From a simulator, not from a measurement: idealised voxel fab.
Title: Process Module voxel lift off
Section cut is 285 nm wide and gridded with 5 nm square cells.
Think of the cross-section as a grid of square cells. We describe it in bands, top to bottom, and each band covers one or more rows of those cells.
Each band's line starts with the height of the band's top and of its bottom, in nm. Then come its materials from left to right, each with its width in nm. One material with "throughout" fills the band from edge to edge. "empty" is empty space.
Heights are measured from 0, the level below which the as-received wafer is all one material; the lowest band has no bottom and continues downward, written as in "top 0, no bottom".
Graded width ("30 to 40"): value in top row of band = first number; value in bottom row = second number; row-to-row change constant.
"changes: none" after a step means that no cell of the cross-section changed.
"Fully sealed cavities" specifies each empty space that is not open to the top and that occupies no fewer than 8 cells, using the form width x height at distance, the distance measured from the left edge and all three quantities in nm.
It should be noted that, on the line of a given step, the content following the step's settings is a remark produced by the simulator itself with respect to that step.
overlay nm: step with mask; distance mask lay right of planned place; negative value = left of planned place.
### plan
1: RECEIVE (material Si)
2: CONFORMAL_DEP (material Al2O3; thk nm 10)
3: PATTERN (tone open; mask id LINES; material resist; width nm 25; pitch nm 50; thk nm 25; overlay nm 0)
4: DIRECTIONAL_DEP (material Ru; thk nm 10)
5: STRIP (etch materials resist)
6: CONFORMAL_DEP (material SiO2; thk nm 5)
### Shown in cross-section is the wafer as received, that is, as it stands after step 1
* top 0, no bottom  Si throughout
* Fully sealed cavities: none
### The first of two wafers, cross-sectioned at the end of the module, with the run proceeding as planned
* top 25, bottom 20  100 of empty, 35 of SiO2, 15 of empty, 35 of SiO2, 100 of empty
* top 20, bottom 15  100 of empty, 5 of SiO2, 25 of Ru, 5 of SiO2, 15 of empty, 5 of SiO2, 25 of Ru, 5 of SiO2, 100 of empty
* top 15, bottom 10  105 of SiO2, 25 of Ru, 25 of SiO2, 25 of Ru, 105 of SiO2
* top 10, bottom 0  Al2O3 throughout
* top 0, no bottom  Si throughout
* Fully sealed cavities: none
### Second wafer of the two, sectioned at the end of the module. It began like the first and followed the same plan, but one mistake was made while running it
* top 20, bottom 10  105 of empty, 25 of Ru, 25 of empty, 25 of Ru, 105 of empty
* top 10, bottom 0  Al2O3 throughout
* top 0, no bottom  Si throughout
* Fully sealed cavities: none
Diagnosis: step 6 was left out
Final comparison by cell count, materials where the second wafer has more or fewer than the first: SiO2: 65 fewer
